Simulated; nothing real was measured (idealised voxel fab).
The process module that follows is named voxel released beams.
Square cells of 5 nm make up the cross-section cut, whose width is 280 nm.
Cross-section layout: square cells on a grid; listed as bands, top to bottom; a band spans one or more cell rows. Within each band entry, the heights of the top and of the bottom of the band appear first, in that order and in nm; the materials of the band then follow from left to right, each with its corresponding width in nm. The designation "all across" on a single material indicates that it fills the band from edge to edge; the designation "air" indicates empty space. Heights are expressed relative to 0, this being the level below which the as-received wafer comprises one material exclusively. The lowest band is unbounded in the downward direction and is denoted as in "0 -> down". When a width is written as two numbers, as in "30..40", the first number is the width in the top row of cells of the band and the second is the width in its bottom row, and the width changes by the same amount from each row to the next. The cross-section has no changed cell in any step marked "nothing got changed". Each empty space that has no open way to the top and spans at least 8 cells appears under "Cavities, sealed" as width x height at distance, the distance counted from the left edge, all in nm. If you see something after the settings on a step's line, that's the simulator's own remark about that step. On any step carrying a mask, the "overlay nm" setting, if present on the step's line, tells how far right of its planned place the mask lay; negative values point to the left.
This section lists the process steps that were planned
| 1 | RECEIVE,material Si |
| 2 | CONFORMAL_DEP,material Al2O3,thk nm 10 |
| 3 | DIRECTIONAL_DEP,material SiO2,thk nm 15 |
| 4 | DIRECTIONAL_DEP,material aC,thk nm 15 |
| 5 | PATTERN,tone open,mask id ANCHOR,material resist,width nm 40,thk nm 30,overlay nm 0 |
| 6 | DIRECTIONAL_ETCH,etch materials aC,depth nm 15 |
| 7 | STRIP,etch materials resist |
| 8 | DIRECTIONAL_ETCH,etch materials SiO2,depth nm 15 |
| 9 | STRIP,etch materials aC |
| 10 | CONFORMAL_DEP,material SiN,thk nm 15 |
| 11 | DIRECTIONAL_DEP,material aC,thk nm 15 |
| 12 | PATTERN,tone cover,mask id BEAM,material resist,width nm 110,thk nm 35,overlay nm 0 |
| 13 | DIRECTIONAL_ETCH,etch materials aC,depth nm 15 |
| 14 | STRIP,etch materials resist |
| 15 | DIRECTIONAL_ETCH,etch materials SiN,depth nm 15 |
| 16 | STRIP,etch materials aC |
| 17 | STRIP,etch materials SiO2 |
So this is the incoming wafer in cross-section - it's already been through step 1
* 0 -> down | Si all across
* Cavities, sealed: none
Module complete, cross-section. Starting point and plan per above. One mistake made in running the module
* 30 -> 15 | air=80 | SiN=20 | air=10 | SiN=80 | air=90
* 15 -> 0 | air=85 | SiN=40 | air=155
* 0 -> down | Si all across
* Cavities, sealed: none
Plan not followed: the plan's step 2 was left out and never carried out
